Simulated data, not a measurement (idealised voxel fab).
Process module in this document: voxel ribs on slabs
The cross-section shown here is cut; it is 215 nm wide and divided into square cells measuring 5 nm on a side.
Square cells in a grid make up a cross-section in this document, and the grid is given as bands, listed from the top down, each one or more rows of cells. Top height, bottom height, nm. Materials left to right, width each, nm. Single material + "all across" = fills band edge to edge. "blank" = empty. Measure heights from 0. That's the level where, below it, the as-received wafer is all one material. The lowest band is bottomless and extends downward; write it as in "from 0 down". Quick explanation for "30..40": the width changes in equal steps down the rows of cells, from the first number in the band's top row to the second number in its bottom row. The designation "nothing was modified", where it is given for a processing step, indicates that no cell of the cross-section was altered in the course of that step. Voids not open to the top, 8 cells minimum: see "Closed empty spaces". Written width x height at distance; distance is from the left edge; nm. Formally, on a step line, whatever follows the settings is a remark that the simulator itself makes on the step. You can add "overlay nm" to a step's line. For a step with a mask, it describes how far the mask lay to the right of its planned position, and a negative number describes a lay to the left.

LISTED BELOW ARE THE PROCESS STEPS AS PLANNED
1) RECEIVE | material Si
2) DIRECTIONAL_DEP | material SiO2 | thk nm 25
3) DIRECTIONAL_DEP | material SiN | thk nm 15
4) PATTERN | tone cover | mask id RIB | material resist | width nm 25 | thk nm 15 | overlay nm 0
5) DIRECTIONAL_ETCH | etch materials SiN | depth nm 5
6) STRIP | etch materials resist
7) PATTERN | tone cover | mask id SLAB | material resist | width nm 45 | thk nm 15 | overlay nm 0
8) DIRECTIONAL_ETCH | etch materials SiN | depth nm 10
9) STRIP | etch materials resist
10) FILL_DEP | material SiO2 | thk nm 25
11) CMP | height nm 60
12) DIRECTIONAL_DEP | material TiN | thk nm 10
13) DIRECTIONAL_DEP | material aC | thk nm 15
14) PATTERN | tone cover | mask id HEATER | material resist | width nm 35 | thk nm 35 | overlay nm 0
15) DIRECTIONAL_ETCH | etch materials aC | depth nm 15
16) STRIP | etch materials resist
17) DIRECTIONAL_ETCH | etch materials TiN | depth nm 10
18) STRIP | etch materials aC
19) CONFORMAL_DEP | material SiO2 | thk nm 10
Keep in mind the plan's value for the width nm of step 7 comes from the first wafer; the wafers don't share that setting, but they do share the same starting point.

CROSS-SECTION, FIRST OF SEVERAL WAFERS, AS DELIVERED AFTER STEP 1
> from 0 down: Si all across
> Closed empty spaces: none

THE FOLLOWING TABLE CONTAINS A ROW PER WAFER, IN WHICH ARE REPORTED, AT THE CONCLUSION OF THE MODULE, THE CELLS OF EACH MATERIAL GAINED (+) OR LOST (-) SINCE THE WAFER'S RECEIPT, WITH ITS CLOSED VOIDS GIVEN THEREAFTER
width nm 45; +23 SiN; +587 SiO2; +14 TiN; Closed empty spaces: none
width nm 50; +25 SiN; +585 SiO2; +14 TiN; Closed empty spaces: none
width nm 55; +27 SiN; +583 SiO2; +14 TiN; Closed empty spaces: none
width nm 60; +29 SiN; +581 SiO2; +14 TiN; Closed empty spaces: none
width nm 65; +31 SiN; +579 SiO2; +14 TiN; Closed empty spaces: none
width nm 70; +33 SiN; +577 SiO2; +14 TiN; Closed empty spaces: none
